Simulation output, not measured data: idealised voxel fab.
Proc. module: voxel tone inversion
265 nm wide, 5 nm square cells: that's cross-section cut.
A cross-section in this document is a grid of square cells, and it is written down as bands, the top band listed before the ones below it; a band is made up of one or more rows of cells. Quick guide to a band line: top height, bottom height (nm) up front; then every material left to right with its width in nm. Only one material and it's marked "everywhere"? Then it fills the band edge to edge. And "empty" just means empty space. Height 0 is the level under which the wafer as received is all one material. The lowest band goes on downwards, as in "top 0, no bottom". It should be noted that a width expressed as "30..40" varies in equal increments from row to row of cells within the band, taking the value of the first number at the top row and that of the second number at the bottom row. For the purposes of this document, the phrase "remained the same" attached to a step denotes that no cell within the cross-section was modified by that step. The label "Sealed cavities" introduces a list of the empty spaces, 8 cells or larger, that have no open way up to the top; each entry in it reads width x height at distance, where the distance is taken from the left edge and all three are stated in nm. Text after the settings on a step's line: the simulator's own remark on that step. "overlay nm", when on a step's line for a step with a mask, measures how far to the right of its planned place the mask lay; a negative measure means to the left.

Set out below are the planned steps of the process:
1. RECEIVE: material Si
2. CONFORMAL_DEP: material SiN, thk nm 10
3. DIRECTIONAL_DEP: material polySi, thk nm 20
4. PATTERN: tone cover, mask id POSTS, material resist, width nm 15, pitch nm 40, thk nm 30, overlay nm 0
5. DIRECTIONAL_ETCH: etch materials polySi, depth nm 20
6. STRIP: etch materials resist
7. FILL_DEP: material lowk, thk nm 10
8. CMP: height nm 30
9. STRIP: etch materials polySi

Cross-section of the wafer upon arrival, representing the state reached after step 1:
	top 0, no bottom | Si everywhere
	Sealed cavities: none

Final cross-section, module run with one mistake (start and plan as above):
	top 30, bottom 10 | lowk=65  empty=20  lowk=20  empty=20  lowk=20  empty=20  lowk=20  empty=20  lowk=60
	top 10, bottom 0 | SiN everywhere
	top 0, no bottom | Si everywhere
	Sealed cavities: none
Run error: so step 4 ended up running with a different setting than we planned, it ran as PATTERN: tone cover, mask id POSTS, material resist, width nm 20, pitch nm 40, thk nm 30, overlay nm 0
